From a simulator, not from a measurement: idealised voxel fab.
process module | voxel transistor to metal
cross-section cut | 290 nm wide | cells 5 nm
A cross-section is a grid of square cells, given in bands from the top down. A band is one or more rows of cells.
Each band's line starts with the height of the band's top and of its bottom, in nm. Then come its materials from left to right, each with its width in nm. One material with "throughout" fills the band from edge to edge. "air" is empty space.
Height 0 is the level under which the wafer as received is all one material. The lowest band goes on downwards, as in "0 down".
A width such as "30 to 40" changes by the same amount from each row of cells to the next, from the band's top row to its bottom row.
"no change" after a step means that no cell of the cross-section changed.
closed voids: empty space of 8 cells or more with no open way to the top, each as width x height at its distance from the left edge, in nm
after a step's settings: what the simulator itself notes on the step
overlay nm, on a step with a mask: how far to the right of its planned place the mask lay; to the left if negative
plan
1 op RECEIVE | material Si
2 op CONFORMAL_DEP | material SiO2 | thk nm 5
3 op CONFORMAL_DEP | material SiN | thk nm 10
4 op PATTERN | tone cover | mask id ACTIVE | material resist | width nm 105 | pitch nm 130 | thk nm 15 | overlay nm 0
5 op DIRECTIONAL_ETCH | etch materials SiN | depth nm 10
6 op DIRECTIONAL_ETCH | etch materials SiO2 | depth nm 5
7 op DIRECTIONAL_ETCH | etch materials Si | depth nm 20
8 op STRIP | etch materials resist
9 op FILL_DEP | material SiO2 | thk nm 10
10 op CMP | height nm 15
11 op SELECTIVE_ETCH | etch materials SiO2 | depth nm 10
12 op STRIP | etch materials SiN
13 op SELECTIVE_ETCH | etch materials SiO2 | depth nm 5
14 op OXIDIZE | depth nm 5
15 op DIRECTIONAL_DEP | material polySi | thk nm 20
16 op DIRECTIONAL_DEP | material SiCN | thk nm 15
17 op DIRECTIONAL_DEP | material aC | thk nm 10
18 op PATTERN | tone cover | mask id GATE | material resist | width nm 25 | pitch nm 130 | thk nm 30 | overlay nm 0
19 op DIRECTIONAL_ETCH | etch materials aC | depth nm 10
20 op STRIP | etch materials resist
21 op DIRECTIONAL_ETCH | etch materials SiCN | depth nm 25
22 op DIRECTIONAL_ETCH | etch materials polySi | depth nm 30
23 op STRIP | etch materials aC
24 op CONFORMAL_DEP | material SiO2 | thk nm 5
25 op DIRECTIONAL_ETCH | etch materials SiO2 | depth nm 5
26 op CONFORMAL_DEP | material SiN | thk nm 5
27 op DIRECTIONAL_ETCH | etch materials SiN | depth nm 5
28 op DIRECTIONAL_ETCH | etch materials SiO2 | depth nm 5
29 op EPI | material SiGe | thk nm 5
30 op FILL_DEP | material SiO2 | thk nm 10
31 op CMP | height nm 20
32 op STRIP | etch materials polySi
33 op SELECTIVE_ETCH | etch materials SiO2 | depth nm 5
34 op CONFORMAL_DEP | material HfO2 | thk nm 5
35 op CONFORMAL_DEP | material TiN | thk nm 5
36 op FILL_DEP | material W | thk nm 10
37 op CMP | height nm 15
38 op DIRECTIONAL_DEP | material SiO2 | thk nm 10
39 op DIRECTIONAL_DEP | material aC | thk nm 15
40 op PATTERN | tone open | mask id CONTACT | material resist | width nm 15 | thk nm 30 | overlay nm 0
41 op DIRECTIONAL_ETCH | etch materials aC | depth nm 15
42 op STRIP | etch materials resist
43 op DIRECTIONAL_ETCH | etch materials SiO2 | depth nm 25
44 op STRIP | etch materials aC
45 op CONFORMAL_DEP | material TiN | thk nm 5
46 op FILL_DEP | material Ru | thk nm 10
47 op CMP | height nm 25
48 op CONFORMAL_DEP | material SiN | thk nm 5
49 op DIRECTIONAL_DEP | material SiO2 | thk nm 20
50 op MASKED_ETCH | tone open | mask id METAL_1 | width nm 15 | etch materials SiO2 | depth nm 20 | overlay nm 0
51 op MASKED_ETCH | tone open | mask id METAL_1 | width nm 15 | etch materials SiN | depth nm 5 | overlay nm 0
52 op CONFORMAL_DEP | material TiN | thk nm 5
53 op FILL_DEP | material Cu | thk nm 10
54 op CMP | height nm 50
55 op CONFORMAL_DEP | material SiCN | thk nm 5
56 op DIRECTIONAL_DEP | material lowk | thk nm 25
57 op MASKED_ETCH | tone open | mask id METAL_2 | width nm 15 | pitch nm 130 | etch materials lowk | depth nm 15 | overlay nm 0
58 op MASKED_ETCH | tone open | mask id METAL_2_HOLES | width nm 15 | pitch nm 130 | etch materials lowk | depth nm 10 | overlay nm 0
59 op MASKED_ETCH | tone open | mask id METAL_2_HOLES | width nm 15 | pitch nm 130 | etch materials SiCN | depth nm 5 | overlay nm 0
60 op CONFORMAL_DEP | material TiN | thk nm 5
61 op FILL_DEP | material Cu | thk nm 10
62 op CMP | height nm 80
63 op CONFORMAL_DEP | material SiCN | thk nm 5
varied across the wafers: depth nm of step 13. The plan shows the first wafer's value. All wafers start alike
first wafer as received, after step 1
  0 down: Si throughout
  closed voids: none
first wafer at the end, after step 63
  85 to 80: SiCN throughout
  80 to 55: lowk 35 | TiN 5 | Cu 5 | TiN 5 | lowk 115 | TiN 5 | Cu 5 | TiN 5 | lowk 110
  55 to 50: SiCN 35 | TiN 15 | SiCN 115 | TiN 15 | SiCN 110
  50 to 30: SiO2 35 | TiN 5 | Cu 5 | TiN 5 | SiO2 55 | TiN 5 | Cu 5 | TiN 5 | SiO2 45 | TiN 5 | Cu 5 | TiN 5 | SiO2 55 | TiN 5 | Cu 5 | TiN 5 | SiO2 40
  30 to 25: SiN 35 | TiN 15 | SiN 55 | TiN 15 | SiN 45 | TiN 15 | SiN 55 | TiN 15 | SiN 40
  25 to 15: SiO2 35 | TiN 5 | Ru 5 | TiN 5 | SiO2 55 | TiN 5 | Ru 5 | TiN 5 | SiO2 45 | TiN 5 | Ru 5 | TiN 5 | SiO2 55 | TiN 5 | Ru 5 | TiN 5 | SiO2 40
  15 to 5: SiO2 35 | TiN 5 | Ru 5 | TiN 5 | SiO2 5 | SiN 5 | HfO2 5 | TiN 5 | W 15 | TiN 5 | HfO2 5 | SiN 5 | SiO2 5 | TiN 5 | Ru 5 | TiN 5 | SiO2 45 | TiN 5 | Ru 5 | TiN 5 | SiO2 5 | SiN 5 | HfO2 5 | TiN 5 | W 15 | TiN 5 | HfO2 5 | SiN 5 | SiO2 5 | TiN 5 | Ru 5 | TiN 5 | SiO2 40
  5 to 0: SiO2 35 | TiN 15 | SiO2 5 | SiN 5 | HfO2 5 | TiN 25 | HfO2 5 | SiN 5 | SiO2 5 | TiN 15 | SiO2 45 | TiN 15 | SiO2 5 | SiN 5 | HfO2 5 | TiN 25 | HfO2 5 | SiN 5 | SiO2 5 | TiN 15 | SiO2 40
  0 to -5: SiO2 20 | SiGe 35 | SiO2 5 | HfO2 35 | SiO2 5 | SiGe 35 | SiO2 15 | SiGe 35 | SiO2 5 | HfO2 35 | SiO2 5 | SiGe 35 | SiO2 25
  -5 to -20: SiO2 25 | Si 105 | SiO2 25 | Si 105 | SiO2 30
  -20 down: Si throughout
  closed voids: none
last wafer at the end
  85 to 80: SiCN throughout
  80 to 55: lowk 35 | TiN 5 | Cu 5 | TiN 5 | lowk 115 | TiN 5 | Cu 5 | TiN 5 | lowk 110
  55 to 50: SiCN 35 | TiN 15 | SiCN 115 | TiN 15 | SiCN 110
  50 to 30: SiO2 35 | TiN 5 | Cu 5 | TiN 5 | SiO2 55 | TiN 5 | Cu 5 | TiN 5 | SiO2 45 | TiN 5 | Cu 5 | TiN 5 | SiO2 55 | TiN 5 | Cu 5 | TiN 5 | SiO2 40
  30 to 25: SiN 35 | TiN 15 | SiN 55 | TiN 15 | SiN 45 | TiN 15 | SiN 55 | TiN 15 | SiN 40
  25 to 15: SiO2 35 | TiN 5 | Ru 5 | TiN 5 | SiO2 55 | TiN 5 | Ru 5 | TiN 5 | SiO2 45 | TiN 5 | Ru 5 | TiN 5 | SiO2 55 | TiN 5 | Ru 5 | TiN 5 | SiO2 40
  15 to 5: SiO2 35 | TiN 5 | Ru 5 | TiN 5 | SiO2 5 | SiN 5 | HfO2 5 | TiN 5 | W 15 | TiN 5 | HfO2 5 | SiN 5 | SiO2 5 | TiN 5 | Ru 5 | TiN 5 | SiO2 45 | TiN 5 | Ru 5 | TiN 5 | SiO2 5 | SiN 5 | HfO2 5 | TiN 5 | W 15 | TiN 5 | HfO2 5 | SiN 5 | SiO2 5 | TiN 5 | Ru 5 | TiN 5 | SiO2 40
  5 to 0: SiO2 35 | TiN 15 | SiO2 5 | SiN 5 | HfO2 5 | TiN 25 | HfO2 5 | SiN 5 | SiO2 5 | TiN 15 | SiO2 45 | TiN 15 | SiO2 5 | SiN 5 | HfO2 5 | TiN 25 | HfO2 5 | SiN 5 | SiO2 5 | TiN 15 | SiO2 40
  0 to -5: SiO2 15 | SiN 5 | SiO2 5 | SiGe 30 | SiO2 5 | HfO2 35 | SiO2 5 | SiGe 30 | SiO2 5 | SiN 5 | SiO2 5 | SiN 5 | SiO2 5 | SiGe 30 | SiO2 5 | HfO2 35 | SiO2 5 | SiGe 30 | SiO2 5 | SiN 5 | SiO2 20
  -5 to -15: SiO2 15 | SiN 5 | SiO2 10 | Si 95 | SiO2 10 | SiN 5 | SiO2 5 | SiN 5 | SiO2 10 | Si 95 | SiO2 10 | SiN 5 | SiO2 20
  -15 to -20: SiGe 15 | SiO2 15 | Si 95 | SiO2 15 | SiGe 5 | SiO2 15 | Si 95 | SiO2 15 | SiGe 20
  -20 down: Si throughout
  closed voids: none
each wafer at the end: cells of each material gained (+) or lost (-) since it was received, then its closed voids
depth nm 5 | +26 Cu | +26 HfO2 | +16 Ru | -106 Si | +110 SiCN | +28 SiGe | +58 SiN | +424 SiO2 | +132 TiN | +12 W | +260 lowk | closed voids: none
depth nm 10 | +26 Cu | +26 HfO2 | +16 Ru | -110 Si | +110 SiCN | +24 SiGe | +62 SiN | +428 SiO2 | +132 TiN | +12 W | +260 lowk | closed voids: none
depth nm 15 | +26 Cu | +26 HfO2 | +16 Ru | -114 Si | +110 SiCN | +24 SiGe | +66 SiN | +428 SiO2 | +132 TiN | +12 W | +260 lowk | closed voids: none
depth nm 20 | +26 Cu | +26 HfO2 | +16 Ru | -118 Si | +110 SiCN | +32 SiGe | +70 SiN | +420 SiO2 | +132 TiN | +12 W | +260 lowk | closed voids: none
